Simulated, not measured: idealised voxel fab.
The document below concerns the process module designated voxel fin reveal.
Each square cell in cross-section cut measures 5 nm, and the section as a whole is 195 nm wide.
Think of the cross-section as a grid of square cells. We describe it in bands, top to bottom, and each band covers one or more rows of those cells.
Within each band entry, the heights of the top and of the bottom of the band appear first, in that order and in nm; the materials of the band then follow from left to right, each with its corresponding width in nm. The designation "throughout" on a single material indicates that it fills the band from edge to edge; the designation "air" indicates empty space.
A quick word on heights: they are counted from 0, and under that level the wafer as it came to us is one material throughout. The lowest band is different from the rest in having no bottom; it simply continues downward, written as in "from 0 down".
When a width is written as two numbers, as in "30->40", the first number is the width in the top row of cells of the band and the second is the width in its bottom row, and the width changes by the same amount from each row to the next.
It should be understood that the words "no modifications", when stated for a given step, signify that the cross-section underwent no change in any of its cells during that step.
"Voids, sealed" enumerates empty spaces isolated from the top, with no open way to it, that contain at least 8 cells, giving each as width x height at distance from the left edge, all three in nm.
Whatever follows a step's settings on its line is a remark the simulator itself makes about that step.
"overlay nm", when on a step's line for a step with a mask, measures how far to the right of its planned place the mask lay; a negative measure means to the left.

### Planned process steps
1,RECEIVE [material Si]
2,CONFORMAL_DEP [material SiN] [thk nm 10]
3,DIRECTIONAL_DEP [material aC] [thk nm 10]
4,PATTERN [tone cover] [mask id FINS] [material resist] [width nm 15] [pitch nm 40] [thk nm 30] [overlay nm 0]
5,DIRECTIONAL_ETCH [etch materials aC] [depth nm 10]
6,STRIP [etch materials resist]
7,DIRECTIONAL_ETCH [etch materials SiN] [depth nm 10]
8,DIRECTIONAL_ETCH [etch materials Si] [depth nm 40]
9,STRIP [etch materials aC]
10,OXIDIZE [depth nm 5]
11,FILL_DEP [material SiO2] [thk nm 15]
12,CMP [height nm 10]
13,SELECTIVE_ETCH [etch materials SiO2] [depth nm 40]
14,STRIP [etch materials SiN]
15,CONFORMAL_DEP [material SiO2] [thk nm 5]

### Cross-section of the incoming wafer, state after step 1
* from 0 down: Si throughout
* Voids, sealed: none

### What the wafer looks like in cross-section after this module, when it starts as shown above and follows the plan above but one mistake is made in running it
* from 5 to 0: air (70)  SiO2 (15)  air (25)  SiO2 (15)  air (70)
* from 0 to -40: air (70)  SiO2 (5)  Si (5)  SiO2 (5)  air (25)  SiO2 (5)  Si (5)  SiO2 (5)  air (70)
* from -40 to -45: SiO2 (75)  Si (5)  SiO2 (35)  Si (5)  SiO2 (75)
* from -45 down: Si throughout
* Voids, sealed: none
Processing error: step 13 of the plan was carried out twice
